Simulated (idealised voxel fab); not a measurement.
The following is a process module called voxel ribs on slabs.
This is section cut - it's 295 nm across, gridded in 5 nm square cells.
Cross-section, as written here: a square-cell grid given band by band from the top down, where a band holds one or more rows of cells.
What a band's entry tells you: where the top is and where the bottom is, as heights in nm, and after that what lies inside, material by material from left to right, each with its width in nm. Empty space is written as the word "empty", and a single material marked with the word "edge to edge" occupies the band from edge to edge.
Note: height 0 marks the level under which the wafer is uniformly one material as received. Lowest band unbounded below, written "from 0 down".
A width such as "30->40" changes by the same amount from each row of cells to the next, from the band's top row to its bottom row.
"stayed the same" means the step left every cell of the cross-section as it was.
Entry "Internal closed voids" = empty spaces >= 8 cells with no open way to the top; each as width x height at distance, distance from left edge, all nm.
That trailing text on a step's line, after the settings, is the simulator's own remark on the step.
overlay nm, on a step with a mask: how far to the right of its planned place the mask lay; to the left if negative

[The steps planned for the process are as follows]
1. op RECEIVE | material Si
2. op DIRECTIONAL_DEP | material SiO2 | thk nm 25
3. op DIRECTIONAL_DEP | material SiN | thk nm 25
4. op PATTERN | tone cover | mask id RIB | material resist | width nm 15 | thk nm 15 | overlay nm 0
5. op DIRECTIONAL_ETCH | etch materials SiN | depth nm 5
6. op STRIP | etch materials resist
7. op MASKED_ETCH | tone cover | mask id SLAB | width nm 55 | etch materials SiN | depth nm 20 | overlay nm 0
8. op FILL_DEP | material SiO2 | thk nm 30
9. op CMP | height nm 70
10. op DIRECTIONAL_DEP | material TiN | thk nm 10
11. op MASKED_ETCH | tone cover | mask id HEATER | width nm 25 | etch materials TiN | depth nm 10 | overlay nm 0
12. op CONFORMAL_DEP | material SiO2 | thk nm 5

[Delivered wafer in cross-section: state after step 1]
	from 0 down: Si edge to edge
	Internal closed voids: none

[As-planned run: cross-section of the first of two wafers at end of module]
	from 85 to 80: empty 130 nm; SiO2 35 nm; empty 130 nm
	from 80 to 75: empty 130 nm; SiO2 5 nm; TiN 25 nm; SiO2 5 nm; empty 130 nm
	from 75 to 70: SiO2 135 nm; TiN 25 nm; SiO2 135 nm
	from 70 to 50: SiO2 edge to edge
	from 50 to 45: SiO2 140 nm; SiN 15 nm; SiO2 140 nm
	from 45 to 25: SiO2 120 nm; SiN 55 nm; SiO2 120 nm
	from 25 to 0: SiO2 edge to edge
	from 0 down: Si edge to edge
	Internal closed voids: none

[Second wafer through the module, sectioned at the end: same beginning and same plan as the first wafer, with one mistake in carrying it out]
	from 85 to 80: empty 130 nm; SiO2 35 nm; empty 130 nm
	from 80 to 75: empty 130 nm; SiO2 5 nm; TiN 25 nm; SiO2 5 nm; empty 130 nm
	from 75 to 70: SiO2 135 nm; TiN 25 nm; SiO2 135 nm
	from 70 to 25: SiO2 edge to edge
	from 25 to 0: SiN edge to edge
	from 0 down: Si edge to edge
	Internal closed voids: none
Want to know what went wrong? the processing plan was not followed for steps 2 and 3, which were run with their positions exchanged
The final cell counts differ between the wafers, with the second having more or fewer of some materials than the first: +248 SiN | -248 SiO2
